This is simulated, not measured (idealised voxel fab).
process module | voxel lift off
cross-section cut | 180 nm wide | cells 5 nm
A cross-section is a grid of square cells, given in bands from the top down. A band is one or more rows of cells.
Each band's line starts with the height of the band's top and of its bottom, in nm. Then come its materials from left to right, each with its width in nm. One material with "throughout" fills the band from edge to edge. "air" is empty space.
Height 0 is the level under which the wafer as received is all one material. The lowest band goes on downwards, as in "0 down".
A width such as "30 to 40" changes by the same amount from each row of cells to the next, from the band's top row to its bottom row.
"no change" after a step means that no cell of the cross-section changed.
closed voids: empty space of 8 cells or more with no open way to the top, each as width x height at its distance from the left edge, in nm
after a step's settings: what the simulator itself notes on the step
overlay nm, on a step with a mask: how far to the right of its planned place the mask lay; to the left if negative
plan
1 op RECEIVE | material Si
2 op CONFORMAL_DEP | material Al2O3 | thk nm 15
3 op PATTERN | tone open | mask id LINES | material resist | width nm 25 | pitch nm 50 | thk nm 25 | overlay nm 0
4 op DIRECTIONAL_DEP | material Ru | thk nm 10
5 op STRIP | etch materials resist
6 op CONFORMAL_DEP | material SiN | thk nm 5
first wafer, as planned
as received, after step 1
  0 down: Si throughout
  closed voids: none
after step 2
  15 to 0: Al2O3 throughout
  below 0: unchanged
after step 3
  40 to 15: resist 50 | air 25 | resist 25 | air 25 | resist 55
  below 15: unchanged
after step 4
  50 to 40: Ru 50 | air 25 | Ru 25 | air 25 | Ru 55
  40 to 25: resist 50 | air 25 | resist 25 | air 25 | resist 55
  25 to 15: resist 50 | Ru 25 | resist 25 | Ru 25 | resist 55
  below 15: unchanged
after step 5
  25 to 15: air 50 | Ru 25 | air 25 | Ru 25 | air 55
  below 15: unchanged
after step 6
  30 to 25: air 45 | SiN 35 | air 15 | SiN 35 | air 50
  25 to 20: air 45 | SiN 5 | Ru 25 | SiN 5 | air 15 | SiN 5 | Ru 25 | SiN 5 | air 50
  20 to 15: SiN 50 | Ru 25 | SiN 25 | Ru 25 | SiN 55
  below 15: unchanged
second wafer: like start, like plan, one mistake. Through step 1 it matches the first wafer
when step 2 should have ended
  30 to 0: Al2O3 throughout
  below 0: unchanged
when step 3 should have ended
  55 to 30: resist 50 | air 25 | resist 25 | air 25 | resist 55
  below 30: unchanged
when step 4 should have ended
  65 to 55: Ru 50 | air 25 | Ru 25 | air 25 | Ru 55
  55 to 40: resist 50 | air 25 | resist 25 | air 25 | resist 55
  40 to 30: resist 50 | Ru 25 | resist 25 | Ru 25 | resist 55
  below 30: unchanged
when step 5 should have ended
  40 to 30: air 50 | Ru 25 | air 25 | Ru 25 | air 55
  below 30: unchanged
when step 6 should have ended
  45 to 40: air 45 | SiN 35 | air 15 | SiN 35 | air 50
  40 to 35: air 45 | SiN 5 | Ru 25 | SiN 5 | air 15 | SiN 5 | Ru 25 | SiN 5 | air 50
  35 to 30: SiN 50 | Ru 25 | SiN 25 | Ru 25 | SiN 55
  below 30: unchanged
what went wrong: step 2 was run twice
at the end the second wafer has, in cells: 108 more of Al2O3
